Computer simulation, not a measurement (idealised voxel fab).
process module | voxel self aligned vias
Cross-section cut spans 190 nm and uses square cells 5 nm in size.
The cross-sections in this document take the form of a grid made of square cells. They are written out as bands, in order from top to bottom. Each band consists of one or more rows of cells.
Read a band's entry like this: the first values are the height of its top and the height of its bottom in nm, and what follows is the sequence of materials from left to right, each with its width in nm. Note that "blank" is empty space, and that a single material marked "all across" reaches across the band from edge to edge.
Heads up on the height convention: 0 is the point under which the incoming wafer is all one material, and the lowest band has no bottom, it just keeps going down, like "from 0 down".
It should be noted that a width expressed as "30->40" varies in equal increments from row to row of cells within the band, taking the value of the first number at the top row and that of the second number at the bottom row.
For the purposes of this document, the phrase "no alteration" attached to a step denotes that no cell within the cross-section was modified by that step.
The entry titled "Closed internal voids" provides the empty spaces that have no open way to the top, restricted to those of 8 cells or more. Each is presented as width x height at distance, the distance being measured from the left edge, with all three in nm.
Formally, on a step line, whatever follows the settings is a remark that the simulator itself makes on the step.
On any step carrying a mask, the "overlay nm" setting, if present on the step's line, tells how far right of its planned place the mask lay; negative values point to the left.

# Listed below are the process steps as planned
- 1: RECEIVE [material Si]
- 2: CONFORMAL_DEP [material SiO2] [thk nm 15]
- 3: CONFORMAL_DEP [material SiCN] [thk nm 5]
- 4: DIRECTIONAL_DEP [material lowk] [thk nm 25]
- 5: PATTERN [tone open] [mask id LINES] [material resist] [width nm 30] [pitch nm 60] [thk nm 20] [overlay nm 0]
- 6: DIRECTIONAL_ETCH [etch materials lowk] [depth nm 25]
- 7: STRIP [etch materials resist]
- 8: CONFORMAL_DEP [material TiN] [thk nm 5]
- 9: FILL_DEP [material Ru] [thk nm 10]
- 10: CMP [height nm 45]
- 11: SELECTIVE_ETCH [etch materials W Ru TiN] [depth nm 10]
- 12: FILL_DEP [material SiN] [thk nm 5]
- 13: CMP [height nm 35]
- 14: DIRECTIONAL_DEP [material lowk] [thk nm 20]
- 15: PATTERN [tone open] [mask id VIAS] [material resist] [width nm 40] [pitch nm 60] [thk nm 20] [overlay nm 0]
- 16: DIRECTIONAL_ETCH [etch materials lowk] [depth nm 20]
- 17: DIRECTIONAL_ETCH [etch materials SiN] [depth nm 10]
- 18: STRIP [etch materials resist]
- 19: CONFORMAL_DEP [material TiN] [thk nm 5]
- 20: FILL_DEP [material Cu] [thk nm 10]
- 21: CMP [height nm 65]
- 22: CONFORMAL_DEP [material SiN] [thk nm 5]
The wafers are alike at the start. At step 13, their height nm differs. The plan lists the first wafer's value.

# Sectional view: first of several wafers, as received, after step 1
	from 0 down: Si all across
	Closed internal voids: none

# Module finished, last step 22 done: cross-section of the first of several wafers
	from 70 to 65: SiN all across
	from 65 to 60: Cu all across
	from 60 to 55: TiN 20 nm; Cu 30 nm; TiN 30 nm; Cu 30 nm; TiN 30 nm; Cu 30 nm; TiN 20 nm
	from 55 to 40: lowk 15 nm; TiN 5 nm; Cu 30 nm; TiN 5 nm; lowk 20 nm; TiN 5 nm; Cu 30 nm; TiN 5 nm; lowk 20 nm; TiN 5 nm; Cu 30 nm; TiN 5 nm; lowk 15 nm
	from 40 to 35: lowk 15 nm; TiN 40 nm; lowk 20 nm; TiN 40 nm; lowk 20 nm; TiN 40 nm; lowk 15 nm
	from 35 to 25: lowk 20 nm; TiN 5 nm; Ru 20 nm; TiN 5 nm; lowk 30 nm; TiN 5 nm; Ru 20 nm; TiN 5 nm; lowk 30 nm; TiN 5 nm; Ru 20 nm; TiN 5 nm; lowk 20 nm
	from 25 to 20: lowk 20 nm; TiN 30 nm; lowk 30 nm; TiN 30 nm; lowk 30 nm; TiN 30 nm; lowk 20 nm
	from 20 to 15: SiCN all across
	from 15 to 0: SiO2 all across
	from 0 down: Si all across
	Closed internal voids: none

# Last wafer x-sec, end of module
	from 70 to 65: SiN all across
	from 65 to 50: lowk 15 nm; TiN 5 nm; Cu 30 nm; TiN 5 nm; lowk 20 nm; TiN 5 nm; Cu 30 nm; TiN 5 nm; lowk 20 nm; TiN 5 nm; Cu 30 nm; TiN 5 nm; lowk 15 nm
	from 50 to 45: SiN 15 nm; TiN 10 nm; Cu 20 nm; TiN 10 nm; SiN 20 nm; TiN 10 nm; Cu 20 nm; TiN 10 nm; SiN 20 nm; TiN 10 nm; Cu 20 nm; TiN 10 nm; SiN 15 nm
	from 45 to 40: lowk 20 nm; TiN 30 nm; lowk 30 nm; TiN 30 nm; lowk 30 nm; TiN 30 nm; lowk 20 nm
	from 40 to 35: lowk 20 nm; SiN 30 nm; lowk 30 nm; SiN 30 nm; lowk 30 nm; SiN 30 nm; lowk 20 nm
	from 35 to 25: lowk 20 nm; TiN 5 nm; Ru 20 nm; TiN 5 nm; lowk 30 nm; TiN 5 nm; Ru 20 nm; TiN 5 nm; lowk 30 nm; TiN 5 nm; Ru 20 nm; TiN 5 nm; lowk 20 nm
	from 25 to 20: lowk 20 nm; TiN 30 nm; lowk 30 nm; TiN 30 nm; lowk 30 nm; TiN 30 nm; lowk 20 nm
	from 20 to 15: SiCN all across
	from 15 to 0: SiO2 all across
	from 0 down: Si all across
	Closed internal voids: none

# Each row below is a wafer at the end of the module, listing for every material the number of cells it has gained (+) or lost (-) since it was received, followed by its closed voids
height nm 35; +110 Cu; +24 Ru; +38 SiCN; +38 SiN; +114 SiO2; +92 TiN; +116 lowk; Closed internal voids: none
height nm 40; +84 Cu; +24 Ru; +38 SiCN; +38 SiN; +114 SiO2; +98 TiN; +136 lowk; Closed internal voids: none
height nm 45; +78 Cu; +24 Ru; +38 SiCN; +38 SiN; +114 SiO2; +84 TiN; +156 lowk; Closed internal voids: none
height nm 50; +66 Cu; +24 Ru; +38 SiCN; +70 SiN; +114 SiO2; +78 TiN; +142 lowk; Closed internal voids: none
